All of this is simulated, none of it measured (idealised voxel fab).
The name of this process module is voxel fin reveal.
Each square cell in cross-section cut measures 5 nm, and the section as a whole is 245 nm wide.
A cross-section is written here as square cells arranged in a grid, and it is given in bands from the top down, each band taking up one or more rows of cells.
Band: top and bottom heights (nm) first, top before bottom; then materials from left to right, widths in nm. "throughout" marks a sole material filling the band edge to edge. "blank" denotes empty space.
Heights are reckoned from 0. Under this level, the received wafer is all of one material. The bottommost band is open-ended downward, for example "0 nm and below".
The width entry "30..40" should be interpreted row by row: the top row of cells in the band takes the first number, the bottom row takes the second number, and the change between adjacent rows is uniform throughout.
"nothing different" after a step means that no cell of the cross-section changed.
In "Encapsulated voids" the enclosed voids are listed, meaning empty spaces of 8 cells or larger without any opening to the top. The form is width x height at distance, distance from the left edge, units nm.
That trailing text on a step's line, after the settings, is the simulator's own remark on the step.
On any step carrying a mask, the "overlay nm" setting, if present on the step's line, tells how far right of its planned place the mask lay; negative values point to the left.
The following list gives the planned process steps:
1: RECEIVE: material Si
2: CONFORMAL_DEP: material SiN, thk nm 10
3: MASKED_ETCH: tone cover, mask id FINS, width nm 15, pitch nm 40, etch materials SiN, depth nm 10, overlay nm 0
4: MASKED_ETCH: tone cover, mask id FINS, width nm 15, pitch nm 40, etch materials Si, depth nm 35, overlay nm 0
5: OXIDIZE: depth nm 5
6: FILL_DEP: material SiO2, thk nm 15
7: CMP: height nm 10
8: SELECTIVE_ETCH: etch materials SiO2, depth nm 30
9: STRIP: etch materials SiN
Here's what the wafer looked like in cross-section when it arrived - that's after step 1:
    0 nm and below = Si throughout
    Encapsulated voids: none
Figure: cross-sectional view of the wafer upon completion of the module, processed from the initial state and according to the plan depicted above, with one error introduced during execution:
    0 nm to -5 nm = 90 Si; 25 blank; 15 Si; 25 blank; 90 Si
    -5 nm and below = Si throughout
    Encapsulated voids: none
Nonconformance to the process plan: step 3 was processed under conditions differing from the plan, specifically as MASKED_ETCH: tone open, mask id FINS, width nm 15, pitch nm 40, etch materials SiN, depth nm 10, overlay nm 0
